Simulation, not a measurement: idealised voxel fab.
process module | voxel lift off
cross-section cut | 215 nm wide | cells 5 nm
A cross-section is a grid of square cells, given in bands from the top down. A band is one or more rows of cells.
Each band's line starts with the height of the band's top and of its bottom, in nm. Then come its materials from left to right, each with its width in nm. One material with "throughout" fills the band from edge to edge. "air" is empty space.
Height 0 is the level under which the wafer as received is all one material. The lowest band goes on downwards, as in "0 down".
A width such as "30 to 40" changes by the same amount from each row of cells to the next, from the band's top row to its bottom row.
"no change" after a step means that no cell of the cross-section changed.
closed voids: empty space of 8 cells or more with no open way to the top, each as width x height at its distance from the left edge, in nm
after a step's settings: what the simulator itself notes on the step
overlay nm, on a step with a mask: how far to the right of its planned place the mask lay; to the left if negative
plan
1 op RECEIVE | material Si
2 op CONFORMAL_DEP | material Al2O3 | thk nm 5
3 op PATTERN | tone open | mask id LINES | material resist | width nm 15 | pitch nm 45 | thk nm 20 | overlay nm 0
4 op DIRECTIONAL_DEP | material Ru | thk nm 10
5 op STRIP | etch materials resist
6 op CONFORMAL_DEP | material SiCN | thk nm 10
first wafer, as planned
as received, after step 1
  0 down: Si throughout
  closed voids: none
after step 2
  5 to 0: Al2O3 throughout
  below 0: unchanged
after step 3
  25 to 5: resist 55 | air 15 | resist 30 | air 15 | resist 30 | air 15 | resist 55
  below 5: unchanged
after step 4
  35 to 25: Ru 55 | air 15 | Ru 30 | air 15 | Ru 30 | air 15 | Ru 55
  25 to 15: resist 55 | air 15 | resist 30 | air 15 | resist 30 | air 15 | resist 55
  15 to 5: resist 55 | Ru 15 | resist 30 | Ru 15 | resist 30 | Ru 15 | resist 55
  below 5: unchanged
after step 5
  15 to 5: air 55 | Ru 15 | air 30 | Ru 15 | air 30 | Ru 15 | air 55
  below 5: unchanged
after step 6
  25 to 15: air 45 | SiCN 35 | air 10 | SiCN 35 | air 10 | SiCN 35 | air 45
  15 to 5: SiCN 55 | Ru 15 | SiCN 30 | Ru 15 | SiCN 30 | Ru 15 | SiCN 55
  below 5: unchanged
second wafer: like start, like plan, one mistake. Through step 2 it matches the first wafer
when step 3 should have ended
  25 to 5: air 55 | resist 15 | air 30 | resist 15 | air 30 | resist 15 | air 55
  below 5: unchanged
when step 4 should have ended
  35 to 25: air 55 | Ru 15 | air 30 | Ru 15 | air 30 | Ru 15 | air 55
  25 to 15: air 55 | resist 15 | air 30 | resist 15 | air 30 | resist 15 | air 55
  15 to 5: Ru 55 | resist 15 | Ru 30 | resist 15 | Ru 30 | resist 15 | Ru 55
  below 5: unchanged
when step 5 should have ended
  15 to 5: Ru 55 | air 15 | Ru 30 | air 15 | Ru 30 | air 15 | Ru 55
  below 5: unchanged
when step 6 should have ended
  25 to 15: SiCN throughout
  15 to 5: Ru 55 | SiCN 15 | Ru 30 | SiCN 15 | Ru 30 | SiCN 15 | Ru 55
  below 5: unchanged
what went wrong: step 3 ran as: op PATTERN | tone cover | mask id LINES | material resist | width nm 15 | pitch nm 45 | thk nm 20 | overlay nm 0
at the end the second wafer has, in cells: 50 more of Ru | 6 fewer of SiCN
